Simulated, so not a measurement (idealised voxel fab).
A process module follows: voxel gate over fins.
The cross-section shown here is cut; it is 255 nm wide and divided into square cells measuring 5 nm on a side.
Bands, listed from the top down, are how a cross-section gets written in this document; the cross-section itself is a grid of square cells, and a band is one or more rows of them. Heights first: top, then bottom, in nm. Then materials, left to right, each with a width in nm. "edge to edge" on a single material: fills the band edge to edge. "air": empty space. Height is counted from the level 0, under which the received wafer is composed throughout of one material. The lowest of the bands is not closed at the bottom but continues downward, in the notation "top 0, no bottom". The expression "30->40" gives the width at the extremes of the band, the first number at its top row of cells and the second at its bottom row, with the width changing by equal amounts from each row to the next in between. Step marked "no alterations made"? Then no cell in the cross-section changed in it. The label "Sealed void listing" introduces a list of the empty spaces, 8 cells or larger, that have no open way up to the top; each entry in it reads width x height at distance, where the distance is taken from the left edge and all three are stated in nm. Formally, on a step line, whatever follows the settings is a remark that the simulator itself makes on the step. Among the settings permitted on a step's line is "overlay nm"; applied to a step with a mask, it specifies the extent to which the mask lay to the right of its planned position, whereas a negative figure signifies a position to the left.
PLANNED PROCESS STEPS
1. RECEIVE (material Si)
2. CONFORMAL_DEP (material SiN; thk nm 10)
3. PATTERN (tone cover; mask id FINS; material resist; width nm 15; pitch nm 35; thk nm 15; overlay nm 0)
4. DIRECTIONAL_ETCH (etch materials SiN; depth nm 10)
5. DIRECTIONAL_ETCH (etch materials Si; depth nm 30)
6. STRIP (etch materials resist)
7. FILL_DEP (material SiO2; thk nm 5)
8. CMP (height nm 10)
9. SELECTIVE_ETCH (etch materials SiO2; depth nm 25)
10. STRIP (etch materials SiN)
11. CONFORMAL_DEP (material HfO2; thk nm 5)
12. CONFORMAL_DEP (material TiN; thk nm 5)
13. CONFORMAL_DEP (material TiAl; thk nm 5)
14. CONFORMAL_DEP (material TiN; thk nm 5)
15. FILL_DEP (material W; thk nm 15)
16. CMP (height nm 30)
17. CONFORMAL_DEP (material SiN; thk nm 10)
CROSS-SECTION OF THE INCOMING WAFER, STATE AFTER STEP 1
- top 0, no bottom = Si edge to edge
- Sealed void listing: none
THE PLAN ABOVE WAS CARRIED OUT ON THE STARTING STRUCTURE ABOVE WITH ONE MISTAKE, AND THIS CROSS-SECTION SHOWS THE WAFER AT THE END OF THE MODULE
- top 40, bottom 30 = SiN edge to edge
- top 30, bottom 20 = W edge to edge
- top 20, bottom 15 = W 45 nm, then TiAl 160 nm, then W 50 nm
- top 15, bottom 5 = W 45 nm, then TiAl 5 nm, then TiN 150 nm, then TiAl 5 nm, then W 50 nm
- top 5, bottom 0 = TiAl 50 nm, then TiN 10 nm, then HfO2 25 nm, then TiN 10 nm, then HfO2 25 nm, then TiN 10 nm, then HfO2 25 nm, then TiN 10 nm, then HfO2 25 nm, then TiN 10 nm, then TiAl 55 nm
- top 0, bottom -10 = TiN 60 nm, then HfO2 5 nm, then Si 15 nm, then HfO2 5 nm, then TiN 10 nm, then HfO2 5 nm, then Si 15 nm, then HfO2 5 nm, then TiN 10 nm, then HfO2 5 nm, then Si 15 nm, then HfO2 5 nm, then TiN 10 nm, then HfO2 5 nm, then Si 15 nm, then HfO2 5 nm, then TiN 65 nm
- top -10, bottom -15 = HfO2 65 nm, then Si 15 nm, then HfO2 20 nm, then Si 15 nm, then HfO2 20 nm, then Si 15 nm, then HfO2 20 nm, then Si 15 nm, then HfO2 70 nm
- top -15, bottom -30 = SiO2 65 nm, then Si 15 nm, then SiO2 20 nm, then Si 15 nm, then SiO2 20 nm, then Si 15 nm, then SiO2 20 nm, then Si 15 nm, then SiO2 70 nm
- top -30, no bottom = Si edge to edge
- Sealed void listing: none
What broke from the plan during processing? steps 13 and 14 were swapped
